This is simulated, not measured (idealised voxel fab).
A process module follows: voxel self aligned contacts.
Each square cell in cross-section cut measures 5 nm, and the section as a whole is 150 nm wide.
This document writes a cross-section as a grid whose cells are square, and gives it as bands, listed from the top down; one or more rows of cells form a band.
This entry defines a band. It first specifies the height of the band's top and the height of its bottom in nm, and then specifies the band's materials from left to right, stating each material with its width in nm. The word "edge to edge" identifies a single material that fills the band from edge to edge, while the word "air" identifies empty space.
A quick word on heights: they are counted from 0, and under that level the wafer as it came to us is one material throughout. The lowest band is different from the rest in having no bottom; it simply continues downward, written as in "0 and below".
The expression "30->40" gives the width at the extremes of the band, the first number at its top row of cells and the second at its bottom row, with the width changing by equal amounts from each row to the next in between.
Where the words "nothing got changed" appear for a step, the cross-section shows no cell changed by that step; every cell remained as before.
You'll see "Closed voids list" listing empty spaces that have no way open to the top, as long as they're 8 cells or more; the notation is width x height at distance, where the distance is from the left edge, and all of it is in nm.
What comes after the settings on a step's line is commentary from the simulator itself on that step.
overlay nm: mask offset rightward from planned place, masked step; negative means leftward offset.

**Steps planned for the process**
- 1: op RECEIVE | material Si
- 2: op OXIDIZE | depth nm 5
- 3: op DIRECTIONAL_DEP | material polySi | thk nm 30
- 4: op DIRECTIONAL_DEP | material SiN | thk nm 20
- 5: op MASKED_ETCH | tone cover | mask id GATE | width nm 35 | pitch nm 70 | etch materials SiN | depth nm 20 | overlay nm 0
- 6: op MASKED_ETCH | tone cover | mask id GATE | width nm 35 | pitch nm 70 | etch materials polySi | depth nm 30 | overlay nm 0
- 7: op CONFORMAL_DEP | material SiN | thk nm 5
- 8: op DIRECTIONAL_ETCH | etch materials SiN | depth nm 5
- 9: op FILL_DEP | material SiO2 | thk nm 15
- 10: op CMP | height nm 60
- 11: op PATTERN | tone open | mask id CONTACT | material resist | width nm 45 | thk nm 20 | overlay nm 0
- 12: op DIRECTIONAL_ETCH | etch materials SiO2 | depth nm 65
- 13: op STRIP | etch materials resist
- 14: op CONFORMAL_DEP | material TiN | thk nm 5
- 15: op FILL_DEP | material Ru | thk nm 10
- 16: op CMP | height nm 60
- 17: op CONFORMAL_DEP | material SiN | thk nm 5

**As-received state of the wafer in cross-section, equivalent to post-step 1**
> 0 and below: Si edge to edge
> Closed voids list: none

**Cross-section, first of two wafers, end of module, run as planned**
> 65 down to 60: SiN edge to edge
> 60 down to 50: SiO2: 50 | TiN: 5->15 | Ru: 35->15 | TiN: 5->15 | SiO2: 55
> 50 down to 30: SiO2: 15 | SiN: 45 | TiN: 5 | Ru: 15 | TiN: 5 | SiN: 45 | SiO2: 20
> 30 down to 0: SiO2: 15 | SiN: 5 | polySi: 35 | SiN: 5 | TiN: 5 | Ru: 15 | TiN: 5 | SiN: 5 | polySi: 35 | SiN: 5 | SiO2: 20
> 0 down to -5: SiO2: 60 | TiN: 25 | SiO2: 65
> -5 and below: Si edge to edge
> Closed voids list: none

**Module end: cross-section of wafer two of two. Same start and process plan as the first wafer. One mistake during execution**
> 65 down to 60: SiO2 edge to edge
> 60 down to 50: SiO2: 50 | TiN: 5->15 | Ru: 35->15 | TiN: 5->15 | SiO2: 55
> 50 down to 30: SiO2: 15 | SiN: 45 | TiN: 5 | Ru: 15 | TiN: 5 | SiN: 45 | SiO2: 20
> 30 down to 0: SiO2: 15 | SiN: 5 | polySi: 35 | SiN: 5 | TiN: 5 | Ru: 15 | TiN: 5 | SiN: 5 | polySi: 35 | SiN: 5 | SiO2: 20
> 0 down to -5: SiO2: 60 | TiN: 25 | SiO2: 65
> -5 and below: Si edge to edge
> Closed voids list: none
What broke from the plan during processing? the process deviated at step 17: the operation and settings actually run there were op CONFORMAL_DEP | material SiO2 | thk nm 5
The second wafer ends with more or fewer cells of some materials than the first, per final count: SiN -30 | SiO2 +30
